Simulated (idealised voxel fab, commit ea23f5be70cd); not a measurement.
The following is a process module called voxel capacitor over wiring.
The cross-section on display is named cut; it measures 165 nm wide, and its cells are 5 nm squares.
How to read a cross-section here: the picture is a grid of square cells, written as bands going from the top down, and any band can span one or more rows of cells.
Band: top and bottom heights (nm) first, top before bottom; then materials from left to right, widths in nm. "everywhere" marks a sole material filling the band edge to edge. "blank" denotes empty space.
Below 0: as-received wafer, all one material; heights counted from there. Lowest band: no bottom, goes on down, written "0 -> down".
Width "30..40": first value at the band's top row of cells, second value at its bottom row, equal change from row to row.
You'll sometimes find "remains unaltered" written for a step, and that's the way of saying that nowhere in the cross-section did a cell change during that step.
"Closed cavities" means: voids of 8 cells or more that are shut off from the top with no open way through. Written width x height at distance, distance from the left edge, in nm.
Text after the settings on a step's line: the simulator's own remark on that step.
A step's line can hold "overlay nm"; with a mask on that step, the setting says how far right of the planned place the mask lay, while a negative setting says it lay to the left.
Structure of the following material. The material consists of pairs of cross-sections. Each pair comprises the cross-section before one process step and the cross-section after that step, the latter shown only down to the lowest band that changed. The step between the cross-sections is specified beneath each pair, including its settings. Pairs are not necessarily consecutive: they may derive from different runs of this module performed on the same starting wafer. Continuity with the pair above is to be assumed only where the entry headed "State before step" of the pair in question states it.

-- State before step
- 70 -> 65 = HfO2 everywhere
- 65 -> 60 = TiN everywhere
- 60 -> 40 = lowk (35) | Ru (15) | lowk (115)
- 40 -> 35 = SiCN (35) | Ru (15) | SiCN (115)
- 35 -> 15 = lowk (25) | TiN (5) | Cu (10) | TiN (5) | lowk (70) | TiN (5) | Cu (10) | TiN (5) | lowk (30)
- 15 -> 10 = SiN (25) | TiN (20) | SiN (70) | TiN (20) | SiN (30)
- 10 -> 0 = SiO2 everywhere
- 0 -> down = Si everywhere
- Closed cavities: none

-- After the Step
- 75 -> 70 = TiN everywhere
- Under 70: no change, same as before.
- Closed cavities: none
What was done to get from the before section above to the after section? DIRECTIONAL_DEP | material TiN | thk nm 5

State before step: The pre-step condition corresponds to the post-step cross-section depicted in the pair directly above.

-- After the Step
- 75 -> 70 = blank (30) | TiN (75) | blank (60)
- Under 70: no change, same as before.
- Closed cavities: none
What was done to get from the before section above to the after section? MASKED_ETCH | tone cover | mask id UPPER_PLATE | width nm 75 | etch materials TiN | depth nm 5 | overlay nm 0

State before step: The pre-step condition corresponds to the post-step cross-section depicted in the pair directly above.

-- After the Step
- 75 -> 70 = blank (30) | TiN (75) | blank (60)
- 70 -> 65 = blank (30) | HfO2 (75) | blank (60)
- Under 65: no change, same as before.
- Closed cavities: none
What was done to get from the before section above to the after section? MASKED_ETCH | tone cover | mask id UPPER_PLATE | width nm 75 | etch materials HfO2 | depth nm 5 | overlay nm 0

State before step: The pre-step condition corresponds to the post-step cross-section depicted in the pair directly above.

-- After the Step
- 95 -> 75 = blank (25) | resist (85) | blank (55)
- 75 -> 70 = blank (25) | resist (5) | TiN (75) | resist (5) | blank (55)
- 70 -> 65 = blank (25) | resist (5) | HfO2 (75) | resist (5) | blank (55)
- Under 65: no change, same as before.
- Closed cavities: none
What was done to get from the before section above to the after section? PATTERN | tone cover | mask id LOWER_PLATE | material resist | width nm 85 | thk nm 20 | overlay nm 0

State before step: The pre-step condition corresponds to the post-step cross-section depicted in the pair directly above.

-- After the Step
- 95 -> 75 = blank (25) | resist (85) | blank (55)
- 75 -> 70 = blank (25) | resist (5) | TiN (75) | resist (5) | blank (55)
- 70 -> 65 = blank (25) | resist (5) | HfO2 (75) | resist (5) | blank (55)
- 65 -> 60 = blank (25) | TiN (85) | blank (55)
- Under 60: no change, same as before.
- Closed cavities: none
What was done to get from the before section above to the after section? DIRECTIONAL_ETCH | etch materials TiN | depth nm 5

State before step: The pre-step condition corresponds to the post-step cross-section depicted in the pair directly above.

-- After the Step
- 75 -> 70 = blank (30) | TiN (75) | blank (60)
- 70 -> 65 = blank (30) | HfO2 (75) | blank (60)
- Under 65: no change, same as before.
- Closed cavities: none
What was done to get from the before section above to the after section? STRIP | etch materials resist

State before step: The pre-step condition corresponds to the post-step cross-section depicted in the pair directly above.

-- After the Step
- 90 -> 75 = SiO2 everywhere
- 75 -> 70 = SiO2 (30) | TiN (75) | SiO2 (60)
- 70 -> 65 = SiO2 (30) | HfO2 (75) | SiO2 (60)
- 65 -> 60 = SiO2 (25) | TiN (85) | SiO2 (55)
- Under 60: no change, same as before.
- Closed cavities: none
What was done to get from the before section above to the after section? FILL_DEP | material SiO2 | thk nm 15

State before step: The pre-step condition corresponds to the post-step cross-section depicted in the pair directly above.

-- After the Step
- 85 -> 75 = SiO2 everywhere
- Under 75: no change, same as before.
- Closed cavities: none
What was done to get from the before section above to the after section? CMP | height nm 85

State before step: The pre-step condition corresponds to the post-step cross-section depicted in the pair directly above.

-- After the Step
- 95 -> 85 = aC everywhere
- Under 85: no change, same as before.
- Closed cavities: none
What was done to get from the before section above to the after section? DIRECTIONAL_DEP | material aC | thk nm 10

State before step: The pre-step condition corresponds to the post-step cross-section depicted in the pair directly above.

-- After the Step
- 125 -> 95 = resist (40) | blank (15) | resist (110)
- Under 95: no change, same as before.
- Closed cavities: none
What was done to get from the before section above to the after section? PATTERN | tone open | mask id PLUG_2 | material resist | width nm 15 | thk nm 30 | overlay nm 0

State before step: The pre-step condition corresponds to the post-step cross-section depicted in the pair directly above.

-- After the Step
- 115 -> 95 = resist (40) | blank (15) | resist (110)
- 95 -> 85 = aC (40) | blank (15) | aC (110)
- Under 85: no change, same as before.
- Closed cavities: none
What was done to get from the before section above to the after section? DIRECTIONAL_ETCH | etch materials aC | depth nm 10

State before step: The pre-step condition corresponds to the post-step cross-section depicted in the pair directly above.

-- After the Step
- 95 -> 85 = aC (40) | blank (15) | aC (110)
- Under 85: no change, same as before.
- Closed cavities: none
What was done to get from the before section above to the after section? STRIP | etch materials resist

State before step: The pre-step condition corresponds to the post-step cross-section depicted in the pair directly above.

-- After the Step
- 95 -> 85 = aC (40) | blank (15) | aC (110)
- 85 -> 75 = SiO2 (40) | blank (15) | SiO2 (110)
- Under 75: no change, same as before.
- Closed cavities: none
What was done to get from the before section above to the after section? DIRECTIONAL_ETCH | etch materials SiO2 | depth nm 10

State before step: The pre-step condition corresponds to the post-step cross-section depicted in the pair directly above.

-- After the Step
- 85 -> 75 = SiO2 (40) | blank (15) | SiO2 (110)
- Under 75: no change, same as before.
- Closed cavities: none
What was done to get from the before section above to the after section? STRIP | etch materials aC

State before step: The pre-step condition corresponds to the post-step cross-section depicted in the pair directly above.

-- After the Step
- 90 -> 85 = TiN (45) | blank (5) | TiN (115)
- 85 -> 80 = SiO2 (40) | TiN (5) | blank (5) | TiN (5) | SiO2 (110)
- 80 -> 70 = SiO2 (40..30) | TiN (15..75) | SiO2 (110..60)
- Under 70: no change, same as before.
- Closed cavities: none
What was done to get from the before section above to the after section? CONFORMAL_DEP | material TiN | thk nm 5

State before step: The pre-step condition corresponds to the post-step cross-section depicted in the pair directly above.

-- After the Step
- 100 -> 90 = Cu everywhere
- 90 -> 85 = TiN (45) | Cu (5) | TiN (115)
- 85 -> 80 = SiO2 (40) | TiN (5) | Cu (5) | TiN (5) | SiO2 (110)
- Under 80: no change, same as before.
- Closed cavities: none
What was done to get from the before section above to the after section? FILL_DEP | material Cu | thk nm 10

State before step: The pre-step condition corresponds to the post-step cross-section depicted in the pair directly above.

-- After the Step
- 85 -> 80 = SiO2 (40) | TiN (5) | Cu (5) | TiN (5) | SiO2 (110)
- Under 80: no change, same as before.
- Closed cavities: none
What was done to get from the before section above to the after section? CMP | height nm 85

State before step: The pre-step condition corresponds to the post-step cross-section depicted in the pair directly above.

-- After the Step
- 90 -> 85 = SiCN everywhere
- Under 85: no change, same as before.
- Closed cavities: none
What was done to get from the before section above to the after section? CONFORMAL_DEP | material SiCN | thk nm 5

-- State before step
- 15 -> 10 = SiN everywhere
- 10 -> 0 = SiO2 everywhere
- 0 -> down = Si everywhere
- Closed cavities: none

-- After the Step
- 35 -> 15 = Cu everywhere
- Under 15: no change, same as before.
- Closed cavities: none
What was done to get from the before section above to the after section? DIRECTIONAL_DEP | material Cu | thk nm 20

State before step: The pre-step condition corresponds to the post-step cross-section depicted in the pair directly above.

-- After the Step
- 50 -> 35 = aC everywhere
- Under 35: no change, same as before.
- Closed cavities: none
What was done to get from the before section above to the after section? DIRECTIONAL_DEP | material aC | thk nm 15

State before step: The pre-step condition corresponds to the post-step cross-section depicted in the pair directly above.

-- After the Step
- 85 -> 50 = resist (25) | blank (20) | resist (70) | blank (20) | resist (30)
- Under 50: no change, same as before.
- Closed cavities: none
What was done to get from the before section above to the after section? PATTERN | tone open | mask id METAL_1 | material resist | width nm 20 | pitch nm 90 | thk nm 35 | overlay nm 0

State before step: The pre-step condition corresponds to the post-step cross-section depicted in the pair directly above.

-- After the Step
- 70 -> 50 = resist (25) | blank (20) | resist (70) | blank (20) | resist (30)
- 50 -> 35 = aC (25) | blank (20) | aC (70) | blank (20) | aC (30)
- Under 35: no change, same as before.
- Closed cavities: none
What was done to get from the before section above to the after section? DIRECTIONAL_ETCH | etch materials aC | depth nm 15

State before step: The pre-step condition corresponds to the post-step cross-section depicted in the pair directly above.

-- After the Step
- 50 -> 35 = aC (25) | blank (20) | aC (70) | blank (20) | aC (30)
- Under 35: no change, same as before.
- Closed cavities: none
What was done to get from the before section above to the after section? STRIP | etch materials resist

State before step: The pre-step condition corresponds to the post-step cross-section depicted in the pair directly above.

-- After the Step
- 35 -> 15 = Cu everywhere
- Under 15: no change, same as before.
- Closed cavities: none
What was done to get from the before section above to the after section? STRIP | etch materials aC

State before step: The pre-step condition corresponds to the post-step cross-section depicted in the pair directly above.

-- After the Step
- 40 -> 35 = TiN everywhere
- Under 35: no change, same as before.
- Closed cavities: none
What was done to get from the before section above to the after section? CONFORMAL_DEP | material TiN | thk nm 5

State before step: The pre-step condition corresponds to the post-step cross-section depicted in the pair directly above.

-- After the Step
- 45 -> 40 = Cu everywhere
- Under 40: no change, same as before.
- Closed cavities: none
What was done to get from the before section above to the after section? FILL_DEP | material Cu | thk nm 5

State before step: The pre-step condition corresponds to the post-step cross-section depicted in the pair directly above.

-- After the Step
- 35 -> 15 = Cu everywhere
- Under 15: no change, same as before.
- Closed cavities: none
What was done to get from the before section above to the after section? CMP | height nm 35

State before step: The pre-step condition corresponds to the post-step cross-section depicted in the pair directly above.

-- After the Step
- 40 -> 35 = SiCN everywhere
- Under 35: no change, same as before.
- Closed cavities: none
What was done to get from the before section above to the after section? CONFORMAL_DEP | material SiCN | thk nm 5

State before step: The pre-step condition corresponds to the post-step cross-section depicted in the pair directly above.

-- After the Step
- 60 -> 40 = lowk everywhere
- Under 40: no change, same as before.
- Closed cavities: none
What was done to get from the before section above to the after section? DIRECTIONAL_DEP | material lowk | thk nm 20

State before step: The pre-step condition corresponds to the post-step cross-section depicted in the pair directly above.

-- After the Step
- 75 -> 60 = resist (30) | blank (15) | resist (120)
- Under 60: no change, same as before.
- Closed cavities: none
What was done to get from the before section above to the after section? PATTERN | tone open | mask id PLUG_1 | material resist | width nm 15 | thk nm 15 | overlay nm 0

State before step: The pre-step condition corresponds to the post-step cross-section depicted in the pair directly above.

-- After the Step
- 75 -> 60 = resist (30) | blank (15) | resist (120)
- 60 -> 40 = lowk (30) | blank (15) | lowk (120)
- Under 40: no change, same as before.
- Closed cavities: none
What was done to get from the before section above to the after section? DIRECTIONAL_ETCH | etch materials lowk | depth nm 20

State before step: The pre-step condition corresponds to the post-step cross-section depicted in the pair directly above.

-- After the Step
- 75 -> 60 = resist (30) | blank (15) | resist (120)
- 60 -> 40 = lowk (30) | blank (15) | lowk (120)
- 40 -> 35 = SiCN (30) | blank (15) | SiCN (120)
- Under 35: no change, same as before.
- Closed cavities: none
What was done to get from the before section above to the after section? DIRECTIONAL_ETCH | etch materials SiCN | depth nm 5

State before step: The pre-step condition corresponds to the post-step cross-section depicted in the pair directly above.

-- After the Step
- 60 -> 40 = lowk (30) | blank (15) | lowk (120)
- Under 40: no change, same as before.
- Closed cavities: none
What was done to get from the before section above to the after section? STRIP | etch materials resist

State before step: The pre-step condition corresponds to the post-step cross-section depicted in the pair directly above.

-- After the Step
- 60 -> 45 = lowk (30) | blank (15) | lowk (120)
- 45 -> 40 = lowk (30) | Ru (15) | lowk (120)
- 40 -> 35 = SiCN (30) | Ru (15) | SiCN (120)
- Under 35: no change, same as before.
- Closed cavities: none
What was done to get from the before section above to the after section? EPI | material Ru | thk nm 10

State before step: The pre-step condition corresponds to the post-step cross-section depicted in the pair directly above.

-- After the Step
- 60 -> 55 = lowk (30) | blank (15) | lowk (120)
- 55 -> 40 = lowk (30) | Ru (15) | lowk (120)
- Under 40: no change, same as before.
- Closed cavities: none
What was done to get from the before section above to the after section? EPI | material Ru | thk nm 10

State before step: The pre-step condition corresponds to the post-step cross-section depicted in the pair directly above.

-- After the Step
- 60 -> 40 = lowk (30) | Ru (15) | lowk (120)
- Under 40: no change, same as before.
- Closed cavities: none
What was done to get from the before section above to the after section? EPI | material Ru | thk nm 5

State before step: The pre-step condition corresponds to the post-step cross-section depicted in the pair directly above.

-- After the Step
- 65 -> 60 = TiN everywhere
- Under 60: no change, same as before.
- Closed cavities: none
What was done to get from the before section above to the after section? DIRECTIONAL_DEP | material TiN | thk nm 5

State before step: The pre-step condition corresponds to the post-step cross-section depicted in the pair directly above.

-- After the Step
- 70 -> 65 = HfO2 everywhere
- Under 65: no change, same as before.
- Closed cavities: none
What was done to get from the before section above to the after section? DIRECTIONAL_DEP | material HfO2 | thk nm 5

State before step: The pre-step condition corresponds to the post-step cross-section depicted in the pair directly above.

-- After the Step
- 75 -> 70 = TiN everywhere
- Under 70: no change, same as before.
- Closed cavities: none
What was done to get from the before section above to the after section? DIRECTIONAL_DEP | material TiN | thk nm 5

State before step: The pre-step condition corresponds to the post-step cross-section depicted in the pair directly above.

-- After the Step
- 75 -> 70 = blank (30) | TiN (75) | blank (60)
- Under 70: no change, same as before.
- Closed cavities: none
What was done to get from the before section above to the after section? MASKED_ETCH | tone cover | mask id UPPER_PLATE | width nm 75 | etch materials TiN | depth nm 5 | overlay nm 0

State before step: The pre-step condition corresponds to the post-step cross-section depicted in the pair directly above.

-- After the Step
- 75 -> 70 = blank (30) | TiN (75) | blank (60)
- 70 -> 65 = blank (30) | HfO2 (75) | blank (60)
- Under 65: no change, same as before.
- Closed cavities: none
What was done to get from the before section above to the after section? MASKED_ETCH | tone cover | mask id UPPER_PLATE | width nm 75 | etch materials HfO2 | depth nm 5 | overlay nm 0

State before step: The pre-step condition corresponds to the post-step cross-section depicted in the pair directly above.

-- After the Step
- 95 -> 75 = blank (25) | resist (85) | blank (55)
- 75 -> 70 = blank (25) | resist (5) | TiN (75) | resist (5) | blank (55)
- 70 -> 65 = blank (25) | resist (5) | HfO2 (75) | resist (5) | blank (55)
- Under 65: no change, same as before.
- Closed cavities: none
What was done to get from the before section above to the after section? PATTERN | tone cover | mask id LOWER_PLATE | material resist | width nm 85 | thk nm 20 | overlay nm 0

State before step: The pre-step condition corresponds to the post-step cross-section depicted in the pair directly above.

-- After the Step
- 95 -> 75 = blank (25) | resist (85) | blank (55)
- 75 -> 70 = blank (25) | resist (5) | TiN (75) | resist (5) | blank (55)
- 70 -> 65 = blank (25) | resist (5) | HfO2 (75) | resist (5) | blank (55)
- 65 -> 60 = blank (25) | TiN (85) | blank (55)
- Under 60: no change, same as before.
- Closed cavities: none
What was done to get from the before section above to the after section? DIRECTIONAL_ETCH | etch materials TiN | depth nm 5

State before step: The pre-step condition corresponds to the post-step cross-section depicted in the pair directly above.

-- After the Step
- 75 -> 70 = blank (30) | TiN (75) | blank (60)
- 70 -> 65 = blank (30) | HfO2 (75) | blank (60)
- Under 65: no change, same as before.
- Closed cavities: none
What was done to get from the before section above to the after section? STRIP | etch materials resist

State before step: The pre-step condition corresponds to the post-step cross-section depicted in the pair directly above.

-- After the Step
- 90 -> 75 = SiO2 everywhere
- 75 -> 70 = SiO2 (30) | TiN (75) | SiO2 (60)
- 70 -> 65 = SiO2 (30) | HfO2 (75) | SiO2 (60)
- 65 -> 60 = SiO2 (25) | TiN (85) | SiO2 (55)
- Under 60: no change, same as before.
- Closed cavities: none
What was done to get from the before section above to the after section? FILL_DEP | material SiO2 | thk nm 15

State before step: The pre-step condition corresponds to the post-step cross-section depicted in the pair directly above.

-- After the Step
- 85 -> 75 = SiO2 everywhere
- Under 75: no change, same as before.
- Closed cavities: none
What was done to get from the before section above to the after section? CMP | height nm 85

State before step: The pre-step condition corresponds to the post-step cross-section depicted in the pair directly above.

-- After the Step
- 95 -> 85 = aC everywhere
- Under 85: no change, same as before.
- Closed cavities: none
What was done to get from the before section above to the after section? DIRECTIONAL_DEP | material aC | thk nm 10

State before step: The pre-step condition corresponds to the post-step cross-section depicted in the pair directly above.

-- After the Step
- 125 -> 95 = resist (40) | blank (15) | resist (110)
- Under 95: no change, same as before.
- Closed cavities: none
What was done to get from the before section above to the after section? PATTERN | tone open | mask id PLUG_2 | material resist | width nm 15 | thk nm 30 | overlay nm 0

State before step: The pre-step condition corresponds to the post-step cross-section depicted in the pair directly above.

-- After the Step
- 115 -> 95 = resist (40) | blank (15) | resist (110)
- 95 -> 85 = aC (40) | blank (15) | aC (110)
- Under 85: no change, same as before.
- Closed cavities: none
What was done to get from the before section above to the after section? DIRECTIONAL_ETCH | etch materials aC | depth nm 10

State before step: The pre-step condition corresponds to the post-step cross-section depicted in the pair directly above.

-- After the Step
- 95 -> 85 = aC (40) | blank (15) | aC (110)
- Under 85: no change, same as before.
- Closed cavities: none
What was done to get from the before section above to the after section? STRIP | etch materials resist

State before step: The pre-step condition corresponds to the post-step cross-section depicted in the pair directly above.

-- After the Step
- 95 -> 85 = aC (40) | blank (15) | aC (110)
- 85 -> 75 = SiO2 (40) | blank (15) | SiO2 (110)
- Under 75: no change, same as before.
- Closed cavities: none
What was done to get from the before section above to the after section? DIRECTIONAL_ETCH | etch materials SiO2 | depth nm 10

State before step: The pre-step condition corresponds to the post-step cross-section depicted in the pair directly above.

-- After the Step
- 85 -> 75 = SiO2 (40) | blank (15) | SiO2 (110)
- Under 75: no change, same as before.
- Closed cavities: none
What was done to get from the before section above to the after section? STRIP | etch materials aC

State before step: The pre-step condition corresponds to the post-step cross-section depicted in the pair directly above.

-- After the Step
- 90 -> 85 = TiN (45) | blank (5) | TiN (115)
- 85 -> 80 = SiO2 (40) | TiN (5) | blank (5) | TiN (5) | SiO2 (110)
- 80 -> 70 = SiO2 (40..30) | TiN (15..75) | SiO2 (110..60)
- Under 70: no change, same as before.
- Closed cavities: none
What was done to get from the before section above to the after section? CONFORMAL_DEP | material TiN | thk nm 5

State before step: The pre-step condition corresponds to the post-step cross-section depicted in the pair directly above.

-- After the Step
- 100 -> 90 = Cu everywhere
- 90 -> 85 = TiN (45) | Cu (5) | TiN (115)
- 85 -> 80 = SiO2 (40) | TiN (5) | Cu (5) | TiN (5) | SiO2 (110)
- Under 80: no change, same as before.
- Closed cavities: none
What was done to get from the before section above to the after section? FILL_DEP | material Cu | thk nm 10

State before step: The pre-step condition corresponds to the post-step cross-section depicted in the pair directly above.

-- After the Step
- 85 -> 80 = SiO2 (40) | TiN (5) | Cu (5) | TiN (5) | SiO2 (110)
- Under 80: no change, same as before.
- Closed cavities: none
What was done to get from the before section above to the after section? CMP | height nm 85

State before step: The pre-step condition corresponds to the post-step cross-section depicted in the pair directly above.

-- After the Step
- 90 -> 85 = SiCN everywhere
- Under 85: no change, same as before.
- Closed cavities: none
What was done to get from the before section above to the after section? CONFORMAL_DEP | material SiCN | thk nm 5

-- State before step
- 75 -> 70 = TiN everywhere
- 70 -> 65 = HfO2 everywhere
- 65 -> 60 = TiN everywhere
- 60 -> 40 = lowk (30) | Ru (15) | lowk (120)
- 40 -> 35 = SiCN (30) | Ru (15) | SiCN (120)
- 35 -> 15 = lowk (25) | TiN (5) | Cu (10) | TiN (5) | lowk (70) | TiN (5) | Cu (10) | TiN (5) | lowk (30)
- 15 -> 10 = SiN (25) | TiN (20) | SiN (70) | TiN (20) | SiN (30)
- 10 -> 0 = SiO2 everywhere
- 0 -> down = Si everywhere
- Closed cavities: none

-- After the Step
- 75 -> 70 = TiN (30) | blank (75) | TiN (60)
- Under 70: no change, same as before.
- Closed cavities: none
What was done to get from the before section above to the after section? MASKED_ETCH | tone open | mask id UPPER_PLATE | width nm 75 | etch materials TiN | depth nm 5 | overlay nm 0

State before step: The pre-step condition corresponds to the post-step cross-section depicted in the pair directly above.

-- After the Step
- 95 -> 75 = blank (25) | resist (85) | blank (55)
- 75 -> 70 = TiN (30) | resist (75) | TiN (60)
- Under 70: no change, same as before.
- Closed cavities: none
What was done to get from the before section above to the after section? PATTERN | tone cover | mask id LOWER_PLATE | material resist | width nm 85 | thk nm 20 | overlay nm 0

State before step: The pre-step condition corresponds to the post-step cross-section depicted in the pair directly above.

-- After the Step
- 95 -> 75 = blank (25) | resist (85) | blank (55)
- 75 -> 70 = blank (25) | TiN (5) | resist (75) | TiN (5) | blank (55)
- Under 70: no change, same as before.
- Closed cavities: none
What was done to get from the before section above to the after section? DIRECTIONAL_ETCH | etch materials TiN | depth nm 5

State before step: The pre-step condition corresponds to the post-step cross-section depicted in the pair directly above.

-- After the Step
- 75 -> 70 = blank (25) | TiN (5) | blank (75) | TiN (5) | blank (55)
- Under 70: no change, same as before.
- Closed cavities: none
What was done to get from the before section above to the after section? STRIP | etch materials resist

State before step: The pre-step condition corresponds to the post-step cross-section depicted in the pair directly above.

-- After the Step
- 90 -> 75 = SiO2 everywhere
- 75 -> 70 = SiO2 (25) | TiN (5) | SiO2 (75) | TiN (5) | SiO2 (55)
- Under 70: no change, same as before.
- Closed cavities: none
What was done to get from the before section above to the after section? FILL_DEP | material SiO2 | thk nm 15

State before step: The pre-step condition corresponds to the post-step cross-section depicted in the pair directly above.

-- After the Step
- 85 -> 75 = SiO2 everywhere
- Under 75: no change, same as before.
- Closed cavities: none
What was done to get from the before section above to the after section? CMP | height nm 85

State before step: The pre-step condition corresponds to the post-step cross-section depicted in the pair directly above.

-- After the Step
- 95 -> 85 = aC everywhere
- Under 85: no change, same as before.
- Closed cavities: none
What was done to get from the before section above to the after section? DIRECTIONAL_DEP | material aC | thk nm 10

State before step: The pre-step condition corresponds to the post-step cross-section depicted in the pair directly above.

-- After the Step
- 125 -> 95 = resist (40) | blank (15) | resist (110)
- Under 95: no change, same as before.
- Closed cavities: none
What was done to get from the before section above to the after section? PATTERN | tone open | mask id PLUG_2 | material resist | width nm 15 | thk nm 30 | overlay nm 0

State before step: The pre-step condition corresponds to the post-step cross-section depicted in the pair directly above.

-- After the Step
- 115 -> 95 = resist (40) | blank (15) | resist (110)
- 95 -> 85 = aC (40) | blank (15) | aC (110)
- Under 85: no change, same as before.
- Closed cavities: none
What was done to get from the before section above to the after section? DIRECTIONAL_ETCH | etch materials aC | depth nm 10

State before step: The pre-step condition corresponds to the post-step cross-section depicted in the pair directly above.

-- After the Step
- 95 -> 85 = aC (40) | blank (15) | aC (110)
- Under 85: no change, same as before.
- Closed cavities: none
What was done to get from the before section above to the after section? STRIP | etch materials resist

State before step: The pre-step condition corresponds to the post-step cross-section depicted in the pair directly above.

-- After the Step
- 95 -> 85 = aC (40) | blank (15) | aC (110)
- 85 -> 75 = SiO2 (40) | blank (15) | SiO2 (110)
- Under 75: no change, same as before.
- Closed cavities: none
What was done to get from the before section above to the after section? DIRECTIONAL_ETCH | etch materials SiO2 | depth nm 10

State before step: The pre-step condition corresponds to the post-step cross-section depicted in the pair directly above.

-- After the Step
- 85 -> 75 = SiO2 (40) | blank (15) | SiO2 (110)
- Under 75: no change, same as before.
- Closed cavities: none
What was done to get from the before section above to the after section? STRIP | etch materials aC

State before step: The pre-step condition corresponds to the post-step cross-section depicted in the pair directly above.

-- After the Step
- 90 -> 85 = TiN (45) | blank (5) | TiN (115)
- 85 -> 80 = SiO2 (40) | TiN (5) | blank (5) | TiN (5) | SiO2 (110)
- 80 -> 75 = SiO2 (40) | TiN (15) | SiO2 (110)
- Under 75: no change, same as before.
- Closed cavities: none
What was done to get from the before section above to the after section? CONFORMAL_DEP | material TiN | thk nm 5

State before step: The pre-step condition corresponds to the post-step cross-section depicted in the pair directly above.

-- After the Step
- 100 -> 90 = Cu everywhere
- 90 -> 85 = TiN (45) | Cu (5) | TiN (115)
- 85 -> 80 = SiO2 (40) | TiN (5) | Cu (5) | TiN (5) | SiO2 (110)
- Under 80: no change, same as before.
- Closed cavities: none
What was done to get from the before section above to the after section? FILL_DEP | material Cu | thk nm 10

State before step: The pre-step condition corresponds to the post-step cross-section depicted in the pair directly above.

-- After the Step
- 85 -> 80 = SiO2 (40) | TiN (5) | Cu (5) | TiN (5) | SiO2 (110)
- Under 80: no change, same as before.
- Closed cavities: none
What was done to get from the before section above to the after section? CMP | height nm 85

State before step: The pre-step condition corresponds to the post-step cross-section depicted in the pair directly above.

-- After the Step
- 90 -> 85 = SiCN everywhere
- Under 85: no change, same as before.
- Closed cavities: none
What was done to get from the before section above to the after section? CONFORMAL_DEP | material SiCN | thk nm 5
